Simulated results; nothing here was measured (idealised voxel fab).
process module | voxel air gaps
cross-section cut | 185 nm wide | cells 5 nm
A cross-section is a grid of square cells, given in bands from the top down. A band is one or more rows of cells.
Each band's line starts with the height of the band's top and of its bottom, in nm. Then come its materials from left to right, each with its width in nm. One material with "throughout" fills the band from edge to edge. "air" is empty space.
Height 0 is the level under which the wafer as received is all one material. The lowest band goes on downwards, as in "0 down".
A width such as "30 to 40" changes by the same amount from each row of cells to the next, from the band's top row to its bottom row.
"no change" after a step means that no cell of the cross-section changed.
closed voids: empty space of 8 cells or more with no open way to the top, each as width x height at its distance from the left edge, in nm
after a step's settings: what the simulator itself notes on the step
overlay nm, on a step with a mask: how far to the right of its planned place the mask lay; to the left if negative
plan
1 op RECEIVE | material Si
2 op CONFORMAL_DEP | material SiO2 | thk nm 10
3 op CONFORMAL_DEP | material SiN | thk nm 5
4 op DIRECTIONAL_DEP | material lowk | thk nm 30
5 op PATTERN | tone open | mask id LINES | material resist | width nm 20 | pitch nm 45 | thk nm 15 | overlay nm 0
6 op DIRECTIONAL_ETCH | etch materials lowk | depth nm 30
7 op STRIP | etch materials resist
8 op CONFORMAL_DEP | material TiN | thk nm 5
9 op FILL_DEP | material W | thk nm 10
10 op CMP | height nm 45
11 op EPI | material Ru | thk nm 10
12 op SELECTIVE_ETCH | etch materials lowk | depth nm 40
13 op CONFORMAL_DEP | material SiN | thk nm 5
first wafer, as planned
as received, after step 1
  0 down: Si throughout
  closed voids: none
after step 2
  10 to 0: SiO2 throughout
  below 0: unchanged
after step 3
  15 to 10: SiN throughout
  below 10: unchanged
after step 4
  45 to 15: lowk throughout
  below 15: unchanged
after step 5
  60 to 45: resist 35 | air 20 | resist 25 | air 20 | resist 25 | air 20 | resist 40
  below 45: unchanged
after step 6
  60 to 45: resist 35 | air 20 | resist 25 | air 20 | resist 25 | air 20 | resist 40
  45 to 15: lowk 35 | air 20 | lowk 25 | air 20 | lowk 25 | air 20 | lowk 40
  below 15: unchanged
after step 7
  45 to 15: lowk 35 | air 20 | lowk 25 | air 20 | lowk 25 | air 20 | lowk 40
  below 15: unchanged
after step 8
  50 to 45: TiN 40 | air 10 | TiN 35 | air 10 | TiN 35 | air 10 | TiN 45
  45 to 20: lowk 35 | TiN 5 | air 10 | TiN 5 | lowk 25 | TiN 5 | air 10 | TiN 5 | lowk 25 | TiN 5 | air 10 | TiN 5 | lowk 40
  20 to 15: lowk 35 | TiN 20 | lowk 25 | TiN 20 | lowk 25 | TiN 20 | lowk 40
  below 15: unchanged
after step 9
  60 to 50: W throughout
  50 to 45: TiN 40 | W 10 | TiN 35 | W 10 | TiN 35 | W 10 | TiN 45
  45 to 20: lowk 35 | TiN 5 | W 10 | TiN 5 | lowk 25 | TiN 5 | W 10 | TiN 5 | lowk 25 | TiN 5 | W 10 | TiN 5 | lowk 40
  below 20: unchanged
after step 10
  45 to 20: lowk 35 | TiN 5 | W 10 | TiN 5 | lowk 25 | TiN 5 | W 10 | TiN 5 | lowk 25 | TiN 5 | W 10 | TiN 5 | lowk 40
  below 20: unchanged
after step 11
  55 to 45: air 25 | Ru 40 | air 5 | Ru 40 | air 5 | Ru 40 | air 30
  below 45: unchanged
after step 12
  55 to 45: air 25 | Ru 40 | air 5 | Ru 40 | air 5 | Ru 40 | air 30
  45 to 20: air 35 | TiN 5 | W 10 | TiN 5 | air 25 | TiN 5 | W 10 | TiN 5 | air 25 | TiN 5 | W 10 | TiN 5 | air 40
  20 to 15: air 35 | TiN 20 | air 25 | TiN 20 | air 25 | TiN 20 | air 40
  below 15: unchanged
after step 13
  60 to 55: air 20 | SiN 140 | air 25
  55 to 45: air 20 | SiN 5 | Ru 40 | SiN 5 | Ru 40 | SiN 5 | Ru 40 | SiN 5 | air 25
  45 to 40: air 20 | SiN 15 | TiN 5 | W 10 | TiN 5 | SiN 25 | TiN 5 | W 10 | TiN 5 | SiN 25 | TiN 5 | W 10 | TiN 5 | SiN 15 | air 25
  40 to 20: air 30 | SiN 5 | TiN 5 | W 10 | TiN 5 | SiN 5 | air 15 | SiN 5 | TiN 5 | W 10 | TiN 5 | SiN 5 | air 15 | SiN 5 | TiN 5 | W 10 | TiN 5 | SiN 5 | air 35
  20 to 15: SiN 35 | TiN 20 | SiN 25 | TiN 20 | SiN 25 | TiN 20 | SiN 40
  below 15: unchanged
  closed voids: 15 x 20 at 60; 15 x 20 at 105
second wafer: like start, like plan, one mistake. Through step 2 it matches the first wafer
when step 3 should have ended
  40 to 10: lowk throughout
  below 10: unchanged
when step 4 should have ended
  45 to 40: SiN throughout
  below 40: unchanged
when step 5 should have ended
  60 to 45: resist 35 | air 20 | resist 25 | air 20 | resist 25 | air 20 | resist 40
  below 45: unchanged
when step 6 should have ended: no change
when step 7 should have ended
  45 to 40: SiN throughout
  below 40: unchanged
when step 8 should have ended
  50 to 45: TiN throughout
  below 45: unchanged
when step 9 should have ended
  60 to 50: W throughout
  below 50: unchanged
when step 10 should have ended
  45 to 40: SiN throughout
  below 40: unchanged
when step 11 should have ended: no change
when step 12 should have ended: no change
when step 13 should have ended
  50 to 40: SiN throughout
  below 40: unchanged
what went wrong: steps 3 and 4 were swapped
at the end the second wafer has, in cells: 48 fewer of Ru | 64 fewer of SiN | 42 fewer of TiN | 30 fewer of W | 222 more of lowk
closed voids at the end (first wafer, second wafer): 2, 0
